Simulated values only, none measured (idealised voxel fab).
voxel fin reveal: a process module
cross-section cut | 295 nm wide | cells 5 nm
Cross-section layout: square cells on a grid; listed as bands, top to bottom; a band spans one or more cell rows.
Top height, bottom height, nm. Materials left to right, width each, nm. Single material + "full width" = fills band edge to edge. "empty" = empty.
Height 0 is the level under which the wafer as received is all one material. The lowest band goes on downwards, as in "z 0 and below".
The expression "30->40" gives the width at the extremes of the band, the first number at its top row of cells and the second at its bottom row, with the width changing by equal amounts from each row to the next in between.
"stayed the same" -> step changed no cross-section cell.
In "Trapped voids" the enclosed voids are listed, meaning empty spaces of 8 cells or larger without any opening to the top. The form is width x height at distance, distance from the left edge, units nm.
Step line, after settings: the simulator's comment on this step.
overlay nm: for a step with a mask, the amount by which the mask lay right of where it was planned; a negative amount means left of it.
-- plan
1) RECEIVE with material Si
2) CONFORMAL_DEP with material SiN, thk nm 5
3) PATTERN with tone cover, mask id FINS, material resist, width nm 15, pitch nm 35, thk nm 15, overlay nm 0
4) DIRECTIONAL_ETCH with etch materials SiN, depth nm 5
5) DIRECTIONAL_ETCH with etch materials Si, depth nm 35
6) STRIP with etch materials resist
7) FILL_DEP with material SiO2, thk nm 15
8) CMP with height nm 5
9) SELECTIVE_ETCH with etch materials SiO2, depth nm 25
10) STRIP with etch materials SiN
11) CONFORMAL_DEP with material HfO2, thk nm 5
-- Shown in cross-section is the wafer as received, that is, as it stands after step 1
* z 0 and below = Si full width
* Trapped voids: none
-- First of two wafers, end-of-module section, run followed plan
* z 5 to 0 = empty 80 nm / HfO2 25 nm / empty 10 nm / HfO2 25 nm / empty 10 nm / HfO2 25 nm / empty 10 nm / HfO2 25 nm / empty 85 nm
* z 0 to -15 = empty 80 nm / HfO2 5 nm / Si 15 nm / HfO2 5 nm / empty 10 nm / HfO2 5 nm / Si 15 nm / HfO2 5 nm / empty 10 nm / HfO2 5 nm / Si 15 nm / HfO2 5 nm / empty 10 nm / HfO2 5 nm / Si 15 nm / HfO2 5 nm / empty 85 nm
* z -15 to -20 = HfO2 85 nm / Si 15 nm / HfO2 20 nm / Si 15 nm / HfO2 20 nm / Si 15 nm / HfO2 20 nm / Si 15 nm / HfO2 90 nm
* z -20 to -35 = SiO2 85 nm / Si 15 nm / SiO2 20 nm / Si 15 nm / SiO2 20 nm / Si 15 nm / SiO2 20 nm / Si 15 nm / SiO2 90 nm
* z -35 and below = Si full width
* Trapped voids: none
-- Second wafer cross-section at end of module - shared start and plan with the first, one mistake in the run
* z 5 to 0 = HfO2 90 nm / empty 5 nm / HfO2 30 nm / empty 5 nm / HfO2 30 nm / empty 5 nm / HfO2 30 nm / empty 5 nm / HfO2 95 nm
* z 0 to -15 = Si 85 nm / HfO2 5 nm / empty 5 nm / HfO2 5 nm / Si 20 nm / HfO2 5 nm / empty 5 nm / HfO2 5 nm / Si 20 nm / HfO2 5 nm / empty 5 nm / HfO2 5 nm / Si 20 nm / HfO2 5 nm / empty 5 nm / HfO2 5 nm / Si 90 nm
* z -15 to -20 = Si 85 nm / HfO2 15 nm / Si 20 nm / HfO2 15 nm / Si 20 nm / HfO2 15 nm / Si 20 nm / HfO2 15 nm / Si 90 nm
* z -20 to -35 = Si 85 nm / SiO2 15 nm / Si 20 nm / SiO2 15 nm / Si 20 nm / SiO2 15 nm / Si 20 nm / SiO2 15 nm / Si 90 nm
* z -35 and below = Si full width
* Trapped voids: none
What was done differently from what was planned? step 3 deviated from plan and actually ran as PATTERN with tone open, mask id FINS, material resist, width nm 15, pitch nm 35, thk nm 15, overlay nm 0
FYI, end of process, the second wafer has more or fewer cells of some materials than the first: Si +245; SiO2 -105
